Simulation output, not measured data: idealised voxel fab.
process module | voxel transistor to metal
For reference, the cross-section in this document is cut, with width 155 nm and square cells of 5 nm.
A cross-section is written here as square cells arranged in a grid, and it is given in bands from the top down, each band taking up one or more rows of cells. Look at the band entry: it leads with the top's height and the bottom's height in nm. Then it lists the materials left to right, with a width in nm for each. The word "everywhere" on a single material says that material fills the band edge to edge. The word "empty" is empty space. Ref level 0: as-received wafer is one material below here. Bottom band extends down with no lower bound ("0..down"). Think of "30..40" as a width that walks from the first number to the second as you go down the band, top row to bottom row, taking equal-sized steps from row to row. "identical to before" means the step left every cell of the cross-section as it was. Closed empty spaces (no open way to the top) of 8 cells or more are what "Enclosed empty spaces" lists, each as width x height at distance from the left edge, nm for all three. Note: text after step settings on the step line = simulator remark on that step. The line of a step may include "overlay nm". On a step with a mask, this value is how far to the right of its planned place the mask lay. A negative value means the mask lay to the left.
**Below is the list of planned process steps**
step 1: RECEIVE [material Si]
step 2: CONFORMAL_DEP [material SiO2] [thk nm 5]
step 3: CONFORMAL_DEP [material SiN] [thk nm 10]
step 4: PATTERN [tone cover] [mask id ACTIVE] [material resist] [width nm 100] [thk nm 20] [overlay nm 0]
step 5: DIRECTIONAL_ETCH [etch materials SiN] [depth nm 10]
step 6: DIRECTIONAL_ETCH [etch materials SiO2] [depth nm 5]
step 7: DIRECTIONAL_ETCH [etch materials Si] [depth nm 25]
step 8: STRIP [etch materials resist]
step 9: OXIDIZE [depth nm 5]
step 10: FILL_DEP [material SiO2] [thk nm 5]
step 11: CMP [height nm 15]
step 12: SELECTIVE_ETCH [etch materials SiO2] [depth nm 5]
step 13: STRIP [etch materials SiN]
step 14: SELECTIVE_ETCH [etch materials SiO2] [depth nm 5]
step 15: OXIDIZE [depth nm 5]
step 16: DIRECTIONAL_DEP [material polySi] [thk nm 30]
step 17: DIRECTIONAL_DEP [material SiCN] [thk nm 15]
step 18: MASKED_ETCH [tone cover] [mask id GATE] [width nm 20] [etch materials SiCN] [depth nm 25] [overlay nm 0]
step 19: MASKED_ETCH [tone cover] [mask id GATE] [width nm 20] [etch materials polySi] [depth nm 40] [overlay nm 0]
step 20: CONFORMAL_DEP [material SiN] [thk nm 10]
step 21: DIRECTIONAL_ETCH [etch materials SiN] [depth nm 10]
step 22: DIRECTIONAL_ETCH [etch materials SiO2] [depth nm 5]
step 23: EPI [material SiGe] [thk nm 5]
step 24: FILL_DEP [material SiO2] [thk nm 10]
step 25: CMP [height nm 45]
step 26: DIRECTIONAL_DEP [material SiO2] [thk nm 10]
step 27: PATTERN [tone open] [mask id CONTACT] [material resist] [width nm 15] [pitch nm 65] [thk nm 20] [overlay nm 0]
step 28: DIRECTIONAL_ETCH [etch materials SiO2] [depth nm 55]
step 29: STRIP [etch materials resist]
step 30: CONFORMAL_DEP [material TiN] [thk nm 5]
step 31: FILL_DEP [material W] [thk nm 5]
step 32: CMP [height nm 55]
step 33: DIRECTIONAL_DEP [material TiN] [thk nm 5]
step 34: DIRECTIONAL_DEP [material Ru] [thk nm 20]
step 35: PATTERN [tone cover] [mask id METAL_1] [material resist] [width nm 15] [pitch nm 65] [thk nm 20] [overlay nm -15]
step 36: DIRECTIONAL_ETCH [etch materials Ru] [depth nm 20]
step 37: DIRECTIONAL_ETCH [etch materials TiN] [depth nm 5]
step 38: STRIP [etch materials resist]
step 39: FILL_DEP [material SiO2] [thk nm 10]
step 40: CMP [height nm 80]
step 41: CONFORMAL_DEP [material SiCN] [thk nm 5]
step 42: DIRECTIONAL_DEP [material lowk] [thk nm 25]
step 43: DIRECTIONAL_DEP [material aC] [thk nm 10]
step 44: PATTERN [tone open] [mask id METAL_2] [material resist] [width nm 15] [pitch nm 65] [thk nm 30] [overlay nm 0]
step 45: DIRECTIONAL_ETCH [etch materials aC] [depth nm 10]
step 46: STRIP [etch materials resist]
step 47: DIRECTIONAL_ETCH [etch materials lowk] [depth nm 15]
step 48: STRIP [etch materials aC]
step 49: MASKED_ETCH [tone open] [mask id METAL_2_HOLES] [width nm 15] [pitch nm 65] [etch materials lowk] [depth nm 10] [overlay nm 0]
step 50: MASKED_ETCH [tone open] [mask id METAL_2_HOLES] [width nm 15] [pitch nm 65] [etch materials SiCN] [depth nm 5] [overlay nm 0]
step 51: CONFORMAL_DEP [material TiN] [thk nm 5]
step 52: FILL_DEP [material Cu] [thk nm 10]
step 53: CMP [height nm 110]
step 54: CONFORMAL_DEP [material SiN] [thk nm 5]
Wafer-to-wafer difference: overlay nm, step 35. Common start. Plan = first wafer's value.
**As-received cross-section, first of several wafers, post step 1**
	0..down = Si everywhere
	Enclosed empty spaces: none
**Heads up, this table goes wafer by wafer. A row tells you, at the end of the module, how many cells of each material that wafer has put on (+) or dropped (-) since it was received, and then its closed voids**
overlay nm -15; +10 Cu; +24 Ru; -96 Si; +37 SiCN; +10 SiGe; +71 SiN; +410 SiO2; +78 TiN; +20 W; +125 lowk; +24 polySi; Enclosed empty spaces: none
overlay nm -10; +10 Cu; +24 Ru; -96 Si; +37 SiCN; +10 SiGe; +71 SiN; +410 SiO2; +78 TiN; +20 W; +125 lowk; +24 polySi; Enclosed empty spaces: none
overlay nm -5; +10 Cu; +24 Ru; -96 Si; +37 SiCN; +10 SiGe; +71 SiN; +410 SiO2; +78 TiN; +20 W; +125 lowk; +24 polySi; Enclosed empty spaces: none
overlay nm 0; +10 Cu; +24 Ru; -96 Si; +37 SiCN; +10 SiGe; +71 SiN; +410 SiO2; +78 TiN; +20 W; +125 lowk; +24 polySi; Enclosed empty spaces: none
overlay nm 5; +10 Cu; +24 Ru; -96 Si; +37 SiCN; +10 SiGe; +71 SiN; +410 SiO2; +78 TiN; +20 W; +125 lowk; +24 polySi; Enclosed empty spaces: none
overlay nm 10; +10 Cu; +24 Ru; -96 Si; +37 SiCN; +10 SiGe; +71 SiN; +410 SiO2; +78 TiN; +20 W; +125 lowk; +24 polySi; Enclosed empty spaces: none
overlay nm 15; +10 Cu; +24 Ru; -96 Si; +37 SiCN; +10 SiGe; +71 SiN; +410 SiO2; +78 TiN; +20 W; +125 lowk; +24 polySi; Enclosed empty spaces: none
